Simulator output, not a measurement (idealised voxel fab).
This is a process module. Its name is voxel lift off.
We display cut, a cross-section 295 nm in width whose square cells are each 5 nm.
In what follows, cross-sections appear as grids of square cells, described through bands that run from the top down, where every band is one or more rows of cells. A band entry consists of two parts. The first gives the height of the band's top and the height of its bottom, in nm. The rest lists the band's materials from left to right, each with its width in nm. A single material labelled with the word "edge to edge" fills the band from edge to edge, and the word "blank" marks empty space. All heights in this document are referenced to 0, defined as the level beneath which the wafer, as received, consists entirely of one material. The lowest band is not bounded below; it extends indefinitely downward and is written in the form "from 0 down". Think of "30->40" as a width that walks from the first number to the second as you go down the band, top row to bottom row, taking equal-sized steps from row to row. Key: "nothing was modified" - step with no changed cell in the cross-section. This entry, "Enclosed void list", enumerates those empty regions of no fewer than 8 cells that possess no open connection to the top. Each region is reported in the form width x height at distance, the distance being taken from the left edge, with all three quantities expressed in nm. On each step's line, the part that comes after the settings is the simulator's own comment on the step. When a step includes a mask, the "overlay nm" setting on its line states how far to the right of its planned place that mask lay, and negative values state how far to the left.
-- Planned process steps
1: RECEIVE (material Si)
2: CONFORMAL_DEP (material SiO2; thk nm 15)
3: PATTERN (tone open; mask id LINES; material resist; width nm 15; pitch nm 35; thk nm 25; overlay nm 0)
4: DIRECTIONAL_DEP (material Ru; thk nm 15)
5: STRIP (etch materials resist)
6: CONFORMAL_DEP (material SiN; thk nm 5)
-- Below: the first of two wafers, run as planned
-- Delivered wafer in cross-section: state after step 1
- from 0 down | Si edge to edge
- Enclosed void list: none
-- So this is the wafer cross-section right after step 2
- from 15 to 0 | SiO2 edge to edge
- Unchanged below 0.
-- So this is the wafer cross-section right after step 3
- from 40 to 15 | resist: 85 / blank: 15 / resist: 20 / blank: 15 / resist: 20 / blank: 15 / resist: 20 / blank: 15 / resist: 90
- Unchanged below 15.
-- So this is the wafer cross-section right after step 4
- from 55 to 40 | Ru: 85 / blank: 15 / Ru: 20 / blank: 15 / Ru: 20 / blank: 15 / Ru: 20 / blank: 15 / Ru: 90
- from 40 to 30 | resist: 85 / blank: 15 / resist: 20 / blank: 15 / resist: 20 / blank: 15 / resist: 20 / blank: 15 / resist: 90
- from 30 to 15 | resist: 85 / Ru: 15 / resist: 20 / Ru: 15 / resist: 20 / Ru: 15 / resist: 20 / Ru: 15 / resist: 90
- Unchanged below 15.
-- So this is the wafer cross-section right after step 5
- from 30 to 15 | blank: 85 / Ru: 15 / blank: 20 / Ru: 15 / blank: 20 / Ru: 15 / blank: 20 / Ru: 15 / blank: 90
- Unchanged below 15.
-- So this is the wafer cross-section right after step 6
- from 35 to 30 | blank: 80 / SiN: 25 / blank: 10 / SiN: 25 / blank: 10 / SiN: 25 / blank: 10 / SiN: 25 / blank: 85
- from 30 to 20 | blank: 80 / SiN: 5 / Ru: 15 / SiN: 5 / blank: 10 / SiN: 5 / Ru: 15 / SiN: 5 / blank: 10 / SiN: 5 / Ru: 15 / SiN: 5 / blank: 10 / SiN: 5 / Ru: 15 / SiN: 5 / blank: 85
- from 20 to 15 | SiN: 85 / Ru: 15 / SiN: 20 / Ru: 15 / SiN: 20 / Ru: 15 / SiN: 20 / Ru: 15 / SiN: 90
- Unchanged below 15.
-- Wafer two. Same start, same plan, one slip in execution. Same as wafer one through step 2, inclusive
-- Second wafer, section view, time point: scheduled end of step 3
- from 40 to 15 | resist: 90 / blank: 15 / resist: 20 / blank: 15 / resist: 20 / blank: 15 / resist: 20 / blank: 15 / resist: 85
- Unchanged below 15.
-- Second wafer, section view, time point: scheduled end of step 4
- from 55 to 40 | Ru: 90 / blank: 15 / Ru: 20 / blank: 15 / Ru: 20 / blank: 15 / Ru: 20 / blank: 15 / Ru: 85
- from 40 to 30 | resist: 90 / blank: 15 / resist: 20 / blank: 15 / resist: 20 / blank: 15 / resist: 20 / blank: 15 / resist: 85
- from 30 to 15 | resist: 90 / Ru: 15 / resist: 20 / Ru: 15 / resist: 20 / Ru: 15 / resist: 20 / Ru: 15 / resist: 85
- Unchanged below 15.
-- Second wafer, section view, time point: scheduled end of step 5
- from 30 to 15 | blank: 90 / Ru: 15 / blank: 20 / Ru: 15 / blank: 20 / Ru: 15 / blank: 20 / Ru: 15 / blank: 85
- Unchanged below 15.
-- Second wafer, section view, time point: scheduled end of step 6
- from 35 to 30 | blank: 85 / SiN: 25 / blank: 10 / SiN: 25 / blank: 10 / SiN: 25 / blank: 10 / SiN: 25 / blank: 80
- from 30 to 20 | blank: 85 / SiN: 5 / Ru: 15 / SiN: 5 / blank: 10 / SiN: 5 / Ru: 15 / SiN: 5 / blank: 10 / SiN: 5 / Ru: 15 / SiN: 5 / blank: 10 / SiN: 5 / Ru: 15 / SiN: 5 / blank: 80
- from 20 to 15 | SiN: 90 / Ru: 15 / SiN: 20 / Ru: 15 / SiN: 20 / Ru: 15 / SiN: 20 / Ru: 15 / SiN: 85
- Unchanged below 15.
Against the plan, the run slipped here: off-plan run, step 3, actual operation and settings PATTERN (tone open; mask id LINES; material resist; width nm 15; pitch nm 35; thk nm 25; overlay nm 5)
Comparing end states, the material composition by cell count is preserved from the first wafer to the second, while the locations of the cells are not.
